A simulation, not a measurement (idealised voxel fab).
Title: Process Module voxel spacer lines
Xsec cut, 240 nm wide, square cell size 5 nm.
Square cells in a grid make up a cross-section in this document, and the grid is given as bands, listed from the top down, each one or more rows of cells.
Band: top and bottom heights (nm) first, top before bottom; then materials from left to right, widths in nm. "edge to edge" marks a sole material filling the band edge to edge. "air" denotes empty space.
Heights are measured from 0, the level below which the as-received wafer is all one material; the lowest band has no bottom and continues downward, written as in "z 0 and below".
Read "30 to 40" as a graded width: first number on top, second number at the bottom, same change between each pair of neighbouring rows.
"no modifications" after a step means that no cell of the cross-section changed.
"Completely enclosed voids" - sealed voids, min. 8 cells, no opening to top; format: width x height at distance (distance from left edge; nm throughout).
Where a step's line continues beyond its settings, the continuation is a remark by the simulator itself on that step.
overlay nm: right-of-plan distance of the mask on a masked step; negative values mean left-of-plan.

List of planned process steps:
1 RECEIVE (material Si)
2 CONFORMAL_DEP (material Al2O3; thk nm 5)
3 DIRECTIONAL_DEP (material polySi; thk nm 20)
4 DIRECTIONAL_DEP (material aC; thk nm 25)
5 PATTERN (tone cover; mask id MANDREL; material resist; width nm 15; pitch nm 50; thk nm 30; overlay nm 0)
6 DIRECTIONAL_ETCH (etch materials aC; depth nm 25)
7 STRIP (etch materials resist)
8 CONFORMAL_DEP (material SiO2; thk nm 10)
9 DIRECTIONAL_ETCH (etch materials SiO2; depth nm 10)
10 STRIP (etch materials aC)
11 DIRECTIONAL_ETCH (etch materials polySi; depth nm 20)
12 STRIP (etch materials SiO2)
13 FILL_DEP (material SiO2; thk nm 10)
14 CMP (height nm 25)

Cross-section of the wafer upon arrival, representing the state reached after step 1:
* z 0 and below = Si edge to edge
* Completely enclosed voids: none

Wafer at module end, in section. Began as above, planned as above, run with one mistake:
* z 25 to 5 = SiO2: 55 / polySi: 10 / SiO2: 15 / polySi: 10 / SiO2: 15 / polySi: 10 / SiO2: 15 / polySi: 10 / SiO2: 15 / polySi: 10 / SiO2: 15 / polySi: 10 / SiO2: 50
* z 5 to 0 = Al2O3 edge to edge
* z 0 and below = Si edge to edge
* Completely enclosed voids: none
Finding, execution versus plan: for step 5, the planned setting was not used; the step was instead run as PATTERN (tone cover; mask id MANDREL; material resist; width nm 15; pitch nm 50; thk nm 30; overlay nm 5)
